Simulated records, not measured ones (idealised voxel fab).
Module name: voxel wiring stack (process module)
Displayed cross-section: cut, width of 205 nm, square cells sized 5 nm.
How to read a cross-section here: the picture is a grid of square cells, written as bands going from the top down, and any band can span one or more rows of cells.
The band entry comprises the height of the band's top followed by the height of its bottom, expressed in nm, and subsequently the band's materials from left to right, each stated together with its width in nm. Where a single material is marked with the word "everywhere", that material fills the band from edge to edge. The word "air" represents empty space.
Height datum 0, below which the as-received substrate wafer is one material. Lowest band open at the bottom, running downward: "0..down".
With a width like "30..40", each row of cells in the band differs from the next by the same amount, the top row carrying the first number and the bottom row the second.
Where the words "changes: none" appear for a step, the cross-section shows no cell changed by that step; every cell remained as before.
The label "Sealed voids" introduces a list of the empty spaces, 8 cells or larger, that have no open way up to the top; each entry in it reads width x height at distance, where the distance is taken from the left edge and all three are stated in nm.
Heads up: the bit after the settings on a step's line is the simulator's remark on that step.
On any step carrying a mask, the "overlay nm" setting, if present on the step's line, tells how far right of its planned place the mask lay; negative values point to the left.

Listed below are the process steps as planned
1,op RECEIVE | material Si
2,op CONFORMAL_DEP | material SiO2 | thk nm 10
3,op DIRECTIONAL_DEP | material TiN | thk nm 5
4,op DIRECTIONAL_DEP | material W | thk nm 20
5,op DIRECTIONAL_DEP | material aC | thk nm 15
6,op PATTERN | tone cover | mask id METAL_1 | material resist | width nm 30 | pitch nm 50 | thk nm 35 | overlay nm -15
7,op DIRECTIONAL_ETCH | etch materials aC | depth nm 15
8,op STRIP | etch materials resist
9,op DIRECTIONAL_ETCH | etch materials W | depth nm 20
10,op DIRECTIONAL_ETCH | etch materials TiN | depth nm 5
11,op STRIP | etch materials aC
12,op FILL_DEP | material lowk | thk nm 5
13,op CMP | height nm 35
14,op CONFORMAL_DEP | material SiCN | thk nm 5
15,op DIRECTIONAL_DEP | material lowk | thk nm 25
16,op MASKED_ETCH | tone open | mask id METAL_2_HOLES | width nm 15 | pitch nm 50 | etch materials lowk | depth nm 25 | overlay nm 0
17,op MASKED_ETCH | tone open | mask id METAL_2 | width nm 30 | pitch nm 50 | etch materials lowk | depth nm 15 | overlay nm 0
18,op MASKED_ETCH | tone open | mask id METAL_2 | width nm 30 | pitch nm 50 | etch materials SiCN | depth nm 5 | overlay nm 0
19,op CONFORMAL_DEP | material TiN | thk nm 5
20,op FILL_DEP | material Cu | thk nm 5
21,op CMP | height nm 65
22,op CONFORMAL_DEP | material SiN | thk nm 5
The overlay nm used in step 6 is not the same on every wafer, whereas the starting condition is; the value printed in the plan is the first wafer's.

After step 1, as received: first of several wafers, cross-section
  0..down  Si everywhere
  Sealed voids: none

The figure below presents a cross-section of the first of several wafers at the conclusion of the module, following its last step, step 22
  70..65  SiN everywhere
  65..55  lowk=60, TiN=5, Cu=20, TiN=5, lowk=20, TiN=5, Cu=20, TiN=5, lowk=65
  55..50  lowk=60, TiN=5, Cu=5, TiN=20, lowk=20, TiN=5, Cu=5, TiN=20, lowk=65
  50..40  lowk=60, TiN=5, Cu=5, TiN=5, lowk=35, TiN=5, Cu=5, TiN=5, lowk=80
  40..35  SiCN=60, TiN=15, SiCN=35, TiN=15, SiCN=80
  35..15  lowk=45, W=30, lowk=20, W=30, lowk=80
  15..10  lowk=45, TiN=30, lowk=20, TiN=30, lowk=80
  10..0  SiO2 everywhere
  0..down  Si everywhere
  Sealed voids: none

Wafer cross-section (last wafer, module end)
  70..65  SiN everywhere
  65..55  lowk=60, TiN=5, Cu=20, TiN=5, lowk=20, TiN=5, Cu=20, TiN=5, lowk=65
  55..50  lowk=60, TiN=5, Cu=5, TiN=20, lowk=20, TiN=5, Cu=5, TiN=20, lowk=65
  50..40  lowk=60, TiN=5, Cu=5, TiN=5, lowk=35, TiN=5, Cu=5, TiN=5, lowk=80
  40..35  SiCN=60, TiN=15, SiCN=35, TiN=15, SiCN=80
  35..15  lowk=75, W=30, lowk=20, W=30, lowk=50
  15..10  lowk=75, TiN=30, lowk=20, TiN=30, lowk=50
  10..0  SiO2 everywhere
  0..down  Si everywhere
  Sealed voids: none

Below is a per-wafer table. In it, each row describes the wafer at the end of the module by giving, for each material, the number of cells gained (+) or lost (-) since the wafer was received, and after that the closed voids of the wafer
overlay nm -15 | +22 Cu | +35 SiCN | +41 SiN | +82 SiO2 | +44 TiN | +48 W | +302 lowk | Sealed voids: none
overlay nm -10 | +22 Cu | +35 SiCN | +41 SiN | +82 SiO2 | +44 TiN | +48 W | +302 lowk | Sealed voids: none
overlay nm -5 | +22 Cu | +35 SiCN | +41 SiN | +82 SiO2 | +44 TiN | +48 W | +302 lowk | Sealed voids: none
overlay nm 0 | +22 Cu | +35 SiCN | +41 SiN | +82 SiO2 | +44 TiN | +48 W | +302 lowk | Sealed voids: none
overlay nm 5 | +22 Cu | +35 SiCN | +41 SiN | +82 SiO2 | +44 TiN | +48 W | +302 lowk | Sealed voids: none
overlay nm 10 | +22 Cu | +35 SiCN | +41 SiN | +82 SiO2 | +44 TiN | +48 W | +302 lowk | Sealed voids: none
overlay nm 15 | +22 Cu | +35 SiCN | +41 SiN | +82 SiO2 | +44 TiN | +48 W | +302 lowk | Sealed voids: none
